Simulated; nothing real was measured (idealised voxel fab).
Module name: voxel local oxidation (process module)
Square cells of 5 nm make up the cross-section cut, whose width is 245 nm.
A cross-section is a grid of square cells, given in bands from the top down. A band is one or more rows of cells. Within each band entry, the heights of the top and of the bottom of the band appear first, in that order and in nm; the materials of the band then follow from left to right, each with its corresponding width in nm. The designation "everywhere" on a single material indicates that it fills the band from edge to edge; the designation "air" indicates empty space. Heights from 0 (as-received wafer is one material below). Bottom band endless downward, as "0..down". With a width like "30..40", each row of cells in the band differs from the next by the same amount, the top row carrying the first number and the bottom row the second. Given "nothing got changed" for a step, no cell of the cross-section differs between before and after that step. Closed empty spaces (no open way to the top) of 8 cells or more are what "Trapped void list" lists, each as width x height at distance from the left edge, nm for all three. Whatever follows a step's settings on its line is a remark the simulator itself makes about that step. Among the settings permitted on a step's line is "overlay nm"; applied to a step with a mask, it specifies the extent to which the mask lay to the right of its planned position, whereas a negative figure signifies a position to the left.
INTENDED PROCESS STEPS
1,RECEIVE,material Si
2,OXIDIZE,depth nm 5
3,CONFORMAL_DEP,material SiN,thk nm 15
4,DIRECTIONAL_DEP,material aC,thk nm 15
5,PATTERN,tone cover,mask id ACTIVE,material resist,width nm 105,thk nm 30,overlay nm 0
6,DIRECTIONAL_ETCH,etch materials aC,depth nm 15
7,STRIP,etch materials resist
8,DIRECTIONAL_ETCH,etch materials SiN,depth nm 15
9,STRIP,etch materials aC
10,SELECTIVE_ETCH,etch materials SiO2,depth nm 5
11,OXIDIZE,depth nm 15
12,STRIP,etch materials SiN
WAFER CROSS-SECTION ON RECEIPT, I.E. AFTER STEP 1
  0..down: Si everywhere
  Trapped void list: none
THE FIRST OF TWO WAFERS, CROSS-SECTIONED AT THE END OF THE MODULE, WITH THE RUN PROCEEDING AS PLANNED
  0..-5: air=75, SiO2=95, air=75
  -5..-20: SiO2=90, Si=65, SiO2=90
  -20..down: Si everywhere
  Trapped void list: none
CROSS-SECTION OF THE LATTER OF THE TWO WAFERS AT MODULE COMPLETION. IT HAD AN IDENTICAL START AND AN IDENTICAL PLAN TO THE FORMER; IN RUNNING IT, ONE MISTAKE WAS MADE
  0..-5: air=80, SiO2=90, air=75
  -5..-20: SiO2=95, Si=60, SiO2=90
  -20..down: Si everywhere
  Trapped void list: none
Want to know what went wrong? step 5 was processed under conditions differing from the plan, specifically as PATTERN,tone cover,mask id ACTIVE,material resist,width nm 100,thk nm 30,overlay nm 0
Wafer comparison, final, in cells, second relative to first, materials more or fewer: Si -3, SiO2 +2
